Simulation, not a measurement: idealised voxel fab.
This section sets out a process module, namely voxel tone inversion.
Section cut is 155 nm wide and gridded with 5 nm square cells.
We lay out every cross-section as a grid of square cells and spell it out in bands from the top down, where one band means one or more rows of cells. Basically the band line says how high the top is and how high the bottom is, in nm, and then what's in it from left to right, every material with its width in nm. Empty space shows up as "blank", and if a single material carries "everywhere" it runs the full band edge to edge. The reference from which all heights are counted is 0, the level beneath which the as-received wafer is entirely one material; the lowest band, having no lower bound, proceeds downward and is written after the example "from 0 down". The notation "30..40" denotes a width that varies across the rows of cells in the band, beginning at the first number in the top row, finishing at the second number in the bottom row, and changing by an identical amount from each row to the next. Step note "remains unaltered" = no cross-section cell changed. "Voids, sealed" contains a list of empty spaces, each no smaller than 8 cells and without an open way to the top, written in the form width x height at distance with the distance from the left edge and all three in nm. Post-settings text on a step line: simulator's own remark regarding the step. A step line may carry the setting "overlay nm", which, for steps involving a mask, states the distance by which the mask lay to the right of its intended position; negative values denote displacement to the left.

### The planned process steps are enumerated hereunder
1 RECEIVE,material Si
2 CONFORMAL_DEP,material SiN,thk nm 5
3 DIRECTIONAL_DEP,material polySi,thk nm 25
4 PATTERN,tone cover,mask id POSTS,material resist,width nm 25,pitch nm 50,thk nm 35,overlay nm 0
5 DIRECTIONAL_ETCH,etch materials polySi,depth nm 25
6 STRIP,etch materials resist
7 FILL_DEP,material lowk,thk nm 5
8 CMP,height nm 30
9 STRIP,etch materials polySi
10 CONFORMAL_DEP,material TiN,thk nm 5
11 FILL_DEP,material Ru,thk nm 10
12 CMP,height nm 30
13 CONFORMAL_DEP,material SiN,thk nm 5

### Of two wafers, the first: run according to plan

### Shown in cross-section is the wafer as received, that is, as it stands after step 1
	from 0 down = Si everywhere
	Voids, sealed: none

### Wafer section view after processing step 2
	from 5 to 0 = SiN everywhere
	All layers under 0 are left as they were.

### Wafer section view after processing step 3
	from 30 to 5 = polySi everywhere
	All layers under 5 are left as they were.

### Wafer section view after processing step 4
	from 65 to 30 = blank 15; resist 25; blank 25; resist 25; blank 25; resist 25; blank 15
	All layers under 30 are left as they were.

### Wafer section view after processing step 5
	from 65 to 30 = blank 15; resist 25; blank 25; resist 25; blank 25; resist 25; blank 15
	from 30 to 5 = blank 15; polySi 25; blank 25; polySi 25; blank 25; polySi 25; blank 15
	All layers under 5 are left as they were.

### Wafer section view after processing step 6
	from 30 to 5 = blank 15; polySi 25; blank 25; polySi 25; blank 25; polySi 25; blank 15
	All layers under 5 are left as they were.

### Wafer section view after processing step 7
	from 35 to 30 = lowk everywhere
	from 30 to 5 = lowk 15; polySi 25; lowk 25; polySi 25; lowk 25; polySi 25; lowk 15
	All layers under 5 are left as they were.

### Wafer section view after processing step 8
	from 30 to 5 = lowk 15; polySi 25; lowk 25; polySi 25; lowk 25; polySi 25; lowk 15
	All layers under 5 are left as they were.

### Wafer section view after processing step 9
	from 30 to 5 = lowk 15; blank 25; lowk 25; blank 25; lowk 25; blank 25; lowk 15
	All layers under 5 are left as they were.

### Wafer section view after processing step 10
	from 35 to 30 = TiN 20; blank 15; TiN 35; blank 15; TiN 35; blank 15; TiN 20
	from 30 to 10 = lowk 15; TiN 5; blank 15; TiN 5; lowk 25; TiN 5; blank 15; TiN 5; lowk 25; TiN 5; blank 15; TiN 5; lowk 15
	from 10 to 5 = lowk 15; TiN 25; lowk 25; TiN 25; lowk 25; TiN 25; lowk 15
	All layers under 5 are left as they were.

### Wafer section view after processing step 11
	from 45 to 35 = Ru everywhere
	from 35 to 30 = TiN 20; Ru 15; TiN 35; Ru 15; TiN 35; Ru 15; TiN 20
	from 30 to 10 = lowk 15; TiN 5; Ru 15; TiN 5; lowk 25; TiN 5; Ru 15; TiN 5; lowk 25; TiN 5; Ru 15; TiN 5; lowk 15
	All layers under 10 are left as they were.

### Wafer section view after processing step 12
	from 30 to 10 = lowk 15; TiN 5; Ru 15; TiN 5; lowk 25; TiN 5; Ru 15; TiN 5; lowk 25; TiN 5; Ru 15; TiN 5; lowk 15
	All layers under 10 are left as they were.

### Wafer section view after processing step 13
	from 35 to 30 = SiN everywhere
	All layers under 30 are left as they were.

### second wafer: like start, like plan, one mistake. Through step 1 it matches the first wafer

### What the second wafer looks like in cross-section when step 2 should have wrapped up
	from 25 to 0 = polySi everywhere
	All layers under 0 are left as they were.

### What the second wafer looks like in cross-section when step 3 should have wrapped up
	from 30 to 25 = SiN everywhere
	All layers under 25 are left as they were.

### What the second wafer looks like in cross-section when step 4 should have wrapped up
	from 65 to 30 = blank 15; resist 25; blank 25; resist 25; blank 25; resist 25; blank 15
	All layers under 30 are left as they were.

What the second wafer looks like in cross-section when step 5 should have wrapped up: remains unaltered

### What the second wafer looks like in cross-section when step 6 should have wrapped up
	from 30 to 25 = SiN everywhere
	All layers under 25 are left as they were.

### What the second wafer looks like in cross-section when step 7 should have wrapped up
	from 35 to 30 = lowk everywhere
	All layers under 30 are left as they were.

### What the second wafer looks like in cross-section when step 8 should have wrapped up
	from 30 to 25 = SiN everywhere
	All layers under 25 are left as they were.

What the second wafer looks like in cross-section when step 9 should have wrapped up: remains unaltered

### What the second wafer looks like in cross-section when step 10 should have wrapped up
	from 35 to 30 = TiN everywhere
	All layers under 30 are left as they were.

### What the second wafer looks like in cross-section when step 11 should have wrapped up
	from 45 to 35 = Ru everywhere
	All layers under 35 are left as they were.

### What the second wafer looks like in cross-section when step 12 should have wrapped up
	from 30 to 25 = SiN everywhere
	All layers under 25 are left as they were.

### What the second wafer looks like in cross-section when step 13 should have wrapped up
	from 35 to 25 = SiN everywhere
	All layers under 25 are left as they were.
what went wrong: the run placed steps 2 and 3 each in the position the plan gave to the other
Counted in cells at the end, the second wafer holds more or fewer of these materials than the first: 36 fewer of Ru | 39 fewer of TiN | 80 fewer of lowk | 155 more of polySi
